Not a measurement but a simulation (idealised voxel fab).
process module | voxel gate over fins
cross-section cut | 220 nm wide | cells 5 nm
A cross-section is a grid of square cells, given in bands from the top down. A band is one or more rows of cells.
Each band's line starts with the height of the band's top and of its bottom, in nm. Then come its materials from left to right, each with its width in nm. One material with "throughout" fills the band from edge to edge. "air" is empty space.
Height 0 is the level under which the wafer as received is all one material. The lowest band goes on downwards, as in "0 down".
A width such as "30 to 40" changes by the same amount from each row of cells to the next, from the band's top row to its bottom row.
"no change" after a step means that no cell of the cross-section changed.
closed voids: empty space of 8 cells or more with no open way to the top, each as width x height at its distance from the left edge, in nm
after a step's settings: what the simulator itself notes on the step
overlay nm, on a step with a mask: how far to the right of its planned place the mask lay; to the left if negative
plan
1 op RECEIVE | material Si
2 op CONFORMAL_DEP | material SiN | thk nm 10
3 op PATTERN | tone cover | mask id FINS | material resist | width nm 15 | pitch nm 50 | thk nm 15 | overlay nm 0
4 op DIRECTIONAL_ETCH | etch materials SiN | depth nm 10
5 op DIRECTIONAL_ETCH | etch materials Si | depth nm 35
6 op STRIP | etch materials resist
7 op OXIDIZE | depth nm 5
8 op FILL_DEP | material SiO2 | thk nm 10
9 op CMP | height nm 10
10 op PATTERN | tone open | mask id RAIL | material resist | width nm 15 | thk nm 20 | overlay nm 0
11 op DIRECTIONAL_ETCH | etch materials SiO2 | depth nm 40
12 op STRIP | etch materials resist
13 op CONFORMAL_DEP | material TiN | thk nm 5
14 op FILL_DEP | material W | thk nm 5
15 op CMP | height nm 10
16 op SELECTIVE_ETCH | etch materials W Ru TiN | depth nm 30
17 op FILL_DEP | material SiO2 | thk nm 5
18 op CMP | height nm 10
19 op SELECTIVE_ETCH | etch materials SiO2 | depth nm 25
20 op STRIP | etch materials SiN
21 op CONFORMAL_DEP | material HfO2 | thk nm 5
22 op CONFORMAL_DEP | material TiN | thk nm 5
23 op FILL_DEP | material W | thk nm 15
24 op CMP | height nm 20
25 op CONFORMAL_DEP | material SiCN | thk nm 10
as received, after step 1
  0 down: Si throughout
  closed voids: none
a wafer at the end: this start, this plan, one mistake
  30 to 20: SiCN throughout
  20 to 5: W throughout
  5 to 0: W 25 | TiN 15 | W 35 | TiN 15 | W 35 | TiN 15 | W 35 | TiN 15 | W 30
  0 to -10: W 25 | TiN 5 | Si 5 | TiN 5 | W 35 | TiN 5 | Si 5 | TiN 5 | W 35 | TiN 5 | Si 5 | TiN 5 | W 35 | TiN 5 | Si 5 | TiN 5 | W 30
  -10 to -15: TiN 30 | Si 5 | TiN 45 | Si 5 | TiN 45 | Si 5 | TiN 45 | Si 5 | TiN 35
  -15 to -20: SiO2 30 | Si 5 | SiO2 45 | Si 5 | SiO2 45 | Si 5 | SiO2 45 | Si 5 | SiO2 35
  -20 to -25: SiO2 30 | Si 5 | SiO2 15 | TiN 5 | W 5 | TiN 5 | SiO2 15 | Si 5 | SiO2 45 | Si 5 | SiO2 45 | Si 5 | SiO2 35
  -25 to -30: SiO2 30 | Si 5 | SiO2 15 | TiN 15 | SiO2 15 | Si 5 | SiO2 45 | Si 5 | SiO2 45 | Si 5 | SiO2 35
  -30 to -40: SiO2 30 | Si 5 | SiO2 45 | Si 5 | SiO2 45 | Si 5 | SiO2 45 | Si 5 | SiO2 35
  -40 down: Si throughout
  closed voids: none
what went wrong: step 21 was left out
